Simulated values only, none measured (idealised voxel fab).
Process module in this document: voxel self aligned vias
For reference, the cross-section in this document is cut, with width 260 nm and square cells of 5 nm.
In this document a cross-section is written as a grid of square cells. It is given as a series of bands, listed from the top down, and a band is one or more rows of cells.
It is stipulated that each band's entry specify, in nanometres, the height of the top of the band and then that of its bottom, followed by the materials of the band in left-to-right sequence, each together with its width in nanometres. A single material marked by the word "everywhere" is understood to fill the band from edge to edge; the word "empty" is understood to denote empty space.
Height reference: 0 = level under which incoming wafer is all one material. Lowest band: no bottom, runs on downward, e.g. "0 -> down".
The width entry "30 to 40" should be interpreted row by row: the top row of cells in the band takes the first number, the bottom row takes the second number, and the change between adjacent rows is uniform throughout.
The designation "identical to before", where it is given for a processing step, indicates that no cell of the cross-section was altered in the course of that step.
"Sealed void inventory" means: voids of 8 cells or more that are shut off from the top with no open way through. Written width x height at distance, distance from the left edge, in nm.
If you see something after the settings on a step's line, that's the simulator's own remark about that step.
overlay nm: step with mask; distance mask lay right of planned place; negative value = left of planned place.
### plan
1. RECEIVE (material Si)
2. CONFORMAL_DEP (material SiO2; thk nm 15)
3. CONFORMAL_DEP (material SiCN; thk nm 5)
4. DIRECTIONAL_DEP (material lowk; thk nm 20)
5. PATTERN (tone open; mask id LINES; material resist; width nm 15; pitch nm 60; thk nm 15; overlay nm 0)
6. DIRECTIONAL_ETCH (etch materials lowk; depth nm 20)
7. STRIP (etch materials resist)
8. CONFORMAL_DEP (material TiN; thk nm 5)
9. FILL_DEP (material Ru; thk nm 10)
10. CMP (height nm 40)
11. SELECTIVE_ETCH (etch materials W Ru TiN; depth nm 10)
12. FILL_DEP (material SiN; thk nm 5)
13. CMP (height nm 40)
14. DIRECTIONAL_DEP (material lowk; thk nm 20)
15. MASKED_ETCH (tone open; mask id VIAS; width nm 40; etch materials lowk; depth nm 20; overlay nm 0)
16. MASKED_ETCH (tone open; mask id VIAS; width nm 40; etch materials SiN; depth nm 10; overlay nm 0)
17. CONFORMAL_DEP (material TiN; thk nm 5)
18. FILL_DEP (material Cu; thk nm 10)
19. CMP (height nm 60)
20. CONFORMAL_DEP (material SiCN; thk nm 5)
The wafers are alike at the start. At step 5, their width nm differs. The plan lists the first wafer's value.
### First of several wafers (as received, post step 1), cross-sectional view
> 0 -> down  Si everywhere
> Sealed void inventory: none
### Quick key for the table: a row per wafer, taken at the end of the module. For each material it tells you how many cells the wafer gained (+) or lost (-) since it came in, and the closed voids come after
width nm 15, +20 Cu, +2 Ru, +104 SiCN, +6 SiN, +156 SiO2, +28 TiN, +360 lowk, Sealed void inventory: none
width nm 20, +22 Cu, +4 Ru, +104 SiCN, +8 SiN, +156 SiO2, +30 TiN, +352 lowk, Sealed void inventory: none
width nm 25, +24 Cu, +6 Ru, +104 SiCN, +10 SiN, +156 SiO2, +32 TiN, +344 lowk, Sealed void inventory: none
width nm 30, +26 Cu, +8 Ru, +104 SiCN, +12 SiN, +156 SiO2, +34 TiN, +336 lowk, Sealed void inventory: none
width nm 35, +28 Cu, +10 Ru, +104 SiCN, +14 SiN, +156 SiO2, +36 TiN, +328 lowk, Sealed void inventory: none
